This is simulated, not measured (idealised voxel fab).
Process module in this document: voxel self aligned vias
It is cross-section cut that appears here, measuring 285 nm in width, its square cells being 5 nm in size.
Format of a cross-section: grid, square cells. Given as bands. Order: top down. Band: one or more rows of cells. Basically the band line says how high the top is and how high the bottom is, in nm, and then what's in it from left to right, every material with its width in nm. Empty space shows up as "empty", and if a single material carries "everywhere" it runs the full band edge to edge. Note: height 0 marks the level under which the wafer is uniformly one material as received. Lowest band unbounded below, written "0 -> down". It should be noted that a width expressed as "30->40" varies in equal increments from row to row of cells within the band, taking the value of the first number at the top row and that of the second number at the bottom row. Step marked "no change occurred"? Then no cell in the cross-section changed in it. What "Closed void entries" gives you is every empty space of 8 cells or more that is cut off from the top. Each appears as width x height at distance, with the distance taken from the left edge and width, height and distance all in nm. On each step's line, the part that comes after the settings is the simulator's own comment on the step. The optional step-line setting "overlay nm" applies to steps with a mask and quantifies how far to the right of its planned location the mask lay, a negative value indicating leftward placement.
### Intended process steps
1,RECEIVE, material Si
2,CONFORMAL_DEP, material SiO2, thk nm 15
3,CONFORMAL_DEP, material SiCN, thk nm 5
4,DIRECTIONAL_DEP, material lowk, thk nm 30
5,DIRECTIONAL_DEP, material aC, thk nm 10
6,PATTERN, tone open, mask id LINES, material resist, width nm 30, pitch nm 55, thk nm 25, overlay nm 0
7,DIRECTIONAL_ETCH, etch materials aC, depth nm 10
8,STRIP, etch materials resist
9,DIRECTIONAL_ETCH, etch materials lowk, depth nm 30
10,STRIP, etch materials aC
11,CONFORMAL_DEP, material TiN, thk nm 5
12,FILL_DEP, material W, thk nm 10
13,CMP, height nm 50
14,SELECTIVE_ETCH, etch materials W Ru TiN, depth nm 5
15,FILL_DEP, material SiN, thk nm 5
16,CMP, height nm 50
17,DIRECTIONAL_DEP, material lowk, thk nm 20
18,PATTERN, tone open, mask id VIAS, material resist, width nm 40, thk nm 20, overlay nm 0
19,DIRECTIONAL_ETCH, etch materials lowk, depth nm 20
20,DIRECTIONAL_ETCH, etch materials SiN, depth nm 5
21,STRIP, etch materials resist
22,CONFORMAL_DEP, material TiN, thk nm 5
23,FILL_DEP, material W, thk nm 10
24,CMP, height nm 70
25,CONFORMAL_DEP, material SiN, thk nm 5
### as received, after step 1
0 -> down | Si everywhere
Closed void entries: none
### Cross-section at module end, one run error; start and plan unchanged from above
75 -> 70 | SiN everywhere
70 -> 50 | lowk (95) / TiN (5) / W (30) / TiN (5) / lowk (150)
50 -> 45 | SiN (95) / TiN (40) / SiN (150)
45 -> 20 | lowk (100) / TiN (5) / W (20) / TiN (5) / lowk (25) / TiN (5) / W (20) / TiN (5) / lowk (100)
20 -> 15 | lowk (100) / TiN (30) / lowk (25) / TiN (30) / lowk (100)
15 -> 0 | SiO2 everywhere
0 -> down | Si everywhere
Closed void entries: none
Diagnosis: step 3 of the plan was excluded from execution and never run
